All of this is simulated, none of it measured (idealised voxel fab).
process module | voxel capacitor over wiring
The width of the displayed cross-section, cut, is 175 nm; its cells are square, with a size of 5 nm.
Cross-section, as written here: a square-cell grid given band by band from the top down, where a band holds one or more rows of cells.
Look at the band entry: it leads with the top's height and the bottom's height in nm. Then it lists the materials left to right, with a width in nm for each. The word "edge to edge" on a single material says that material fills the band edge to edge. The word "empty" is empty space.
A quick word on heights: they are counted from 0, and under that level the wafer as it came to us is one material throughout. The lowest band is different from the rest in having no bottom; it simply continues downward, written as in "0 -> down".
Per-row width for "30->40": begins at first number (top row of band), ends at second number (bottom row), increment between rows held constant.
"left unchanged" (step): cross-section cells unchanged, all of them.
Listed in "Fully sealed voids": every empty space of 8 or more cells without an open way to the top. Form: width x height at distance, the distance being from the left edge, all in nm.
That trailing text on a step's line, after the settings, is the simulator's own remark on the step.
You can add "overlay nm" to a step's line. For a step with a mask, it describes how far the mask lay to the right of its planned position, and a negative number describes a lay to the left.

**Process steps foreseen in the plan**
- 1: RECEIVE with material Si
- 2: CONFORMAL_DEP with material SiO2, thk nm 15
- 3: DIRECTIONAL_DEP with material TiN, thk nm 5
- 4: DIRECTIONAL_DEP with material Ru, thk nm 20
- 5: DIRECTIONAL_DEP with material aC, thk nm 15
- 6: PATTERN with tone cover, mask id METAL_1, material resist, width nm 30, pitch nm 80, thk nm 35, overlay nm 0
- 7: DIRECTIONAL_ETCH with etch materials aC, depth nm 15
- 8: STRIP with etch materials resist
- 9: DIRECTIONAL_ETCH with etch materials Ru, depth nm 20
- 10: DIRECTIONAL_ETCH with etch materials TiN, depth nm 5
- 11: STRIP with etch materials aC
- 12: FILL_DEP with material lowk, thk nm 5
- 13: CMP with height nm 40
- 14: CONFORMAL_DEP with material SiCN, thk nm 5
- 15: DIRECTIONAL_DEP with material lowk, thk nm 20
- 16: DIRECTIONAL_DEP with material aC, thk nm 10
- 17: PATTERN with tone open, mask id PLUG_1, material resist, width nm 15, thk nm 25, overlay nm 0
- 18: DIRECTIONAL_ETCH with etch materials aC, depth nm 10
- 19: STRIP with etch materials resist
- 20: DIRECTIONAL_ETCH with etch materials lowk, depth nm 20
- 21: DIRECTIONAL_ETCH with etch materials SiCN, depth nm 5
- 22: STRIP with etch materials aC
- 23: CONFORMAL_DEP with material TiN, thk nm 5
- 24: FILL_DEP with material Ru, thk nm 5
- 25: CMP with height nm 65
- 26: DIRECTIONAL_DEP with material TiN, thk nm 10
- 27: DIRECTIONAL_DEP with material SiN, thk nm 5
- 28: DIRECTIONAL_DEP with material TiN, thk nm 10
- 29: DIRECTIONAL_DEP with material aC, thk nm 15
- 30: PATTERN with tone cover, mask id UPPER_PLATE, material resist, width nm 55, thk nm 30, overlay nm -15
- 31: DIRECTIONAL_ETCH with etch materials aC, depth nm 15
- 32: STRIP with etch materials resist
- 33: DIRECTIONAL_ETCH with etch materials TiN, depth nm 10
- 34: DIRECTIONAL_ETCH with etch materials SiN, depth nm 5
- 35: STRIP with etch materials aC
- 36: DIRECTIONAL_DEP with material aC, thk nm 10
- 37: PATTERN with tone cover, mask id LOWER_PLATE, material resist, width nm 65, thk nm 30, overlay nm 0
- 38: DIRECTIONAL_ETCH with etch materials aC, depth nm 10
- 39: STRIP with etch materials resist
- 40: DIRECTIONAL_ETCH with etch materials TiN, depth nm 10
- 41: STRIP with etch materials aC
- 42: FILL_DEP with material SiO2, thk nm 20
- 43: CMP with height nm 105
- 44: MASKED_ETCH with tone open, mask id PLUG_2, width nm 15, etch materials SiO2, depth nm 15, overlay nm 0
- 45: CONFORMAL_DEP with material TiN, thk nm 5
- 46: FILL_DEP with material Ru, thk nm 5
- 47: CMP with height nm 105
- 48: CONFORMAL_DEP with material SiCN, thk nm 5
Keep in mind the plan's value for the overlay nm of step 30 comes from the first wafer; the wafers don't share that setting, but they do share the same starting point.

**Here's the first of the wafers in cross-section, just as we got it, i.e. after step 1**
- 0 -> down: Si edge to edge
- Fully sealed voids: none

**The figure below presents a cross-section of the first of several wafers at the conclusion of the module, following its last step, step 48**
- 110 -> 105: SiCN edge to edge
- 105 -> 95: SiO2 (55); TiN (5); Ru (5); TiN (5); SiO2 (105)
- 95 -> 90: SiO2 (55); TiN (15); SiO2 (105)
- 90 -> 80: SiO2 (40); TiN (45); SiO2 (90)
- 80 -> 75: SiO2 (30); SiN (55); SiO2 (90)
- 75 -> 65: SiO2 (30); TiN (75); SiO2 (70)
- 65 -> 45: lowk (45); TiN (5); Ru (5); TiN (5); lowk (115)
- 45 -> 40: SiCN (45); TiN (15); SiCN (115)
- 40 -> 20: lowk (30); Ru (30); lowk (50); Ru (30); lowk (35)
- 20 -> 15: lowk (30); TiN (30); lowk (50); TiN (30); lowk (35)
- 15 -> 0: SiO2 edge to edge
- 0 -> down: Si edge to edge
- Fully sealed voids: none

**So this is the cross-section on the last wafer at the end of the module**
- 110 -> 105: SiCN edge to edge
- 105 -> 95: SiO2 (55); TiN (5); Ru (5); TiN (5); SiO2 (105)
- 95 -> 90: SiO2 (55); TiN (15); SiO2 (105)
- 90 -> 80: SiO2 (60); TiN (45); SiO2 (70)
- 80 -> 75: SiO2 (60); SiN (55); SiO2 (60)
- 75 -> 65: SiO2 (40); TiN (75); SiO2 (60)
- 65 -> 45: lowk (45); TiN (5); Ru (5); TiN (5); lowk (115)
- 45 -> 40: SiCN (45); TiN (15); SiCN (115)
- 40 -> 20: lowk (30); Ru (30); lowk (50); Ru (30); lowk (35)
- 20 -> 15: lowk (30); TiN (30); lowk (50); TiN (30); lowk (35)
- 15 -> 0: SiO2 edge to edge
- 0 -> down: Si edge to edge
- Fully sealed voids: none

**The rows of the table below are wafers. Looking at the end of the module, a row counts, for every material, the cells the wafer has gained, shown as (+), or lost, shown as (-), since it was received; its closed voids come next**
overlay nm -15 | +54 Ru | +67 SiCN | +11 SiN | +317 SiO2 | +78 TiN | +243 lowk | Fully sealed voids: none
overlay nm -10 | +54 Ru | +67 SiCN | +11 SiN | +317 SiO2 | +78 TiN | +243 lowk | Fully sealed voids: none
overlay nm -5 | +54 Ru | +67 SiCN | +11 SiN | +317 SiO2 | +78 TiN | +243 lowk | Fully sealed voids: none
overlay nm 0 | +54 Ru | +67 SiCN | +11 SiN | +317 SiO2 | +78 TiN | +243 lowk | Fully sealed voids: none
overlay nm 5 | +54 Ru | +67 SiCN | +11 SiN | +317 SiO2 | +78 TiN | +243 lowk | Fully sealed voids: none
overlay nm 10 | +54 Ru | +67 SiCN | +11 SiN | +317 SiO2 | +78 TiN | +243 lowk | Fully sealed voids: none
overlay nm 15 | +54 Ru | +67 SiCN | +11 SiN | +317 SiO2 | +78 TiN | +243 lowk | Fully sealed voids: none
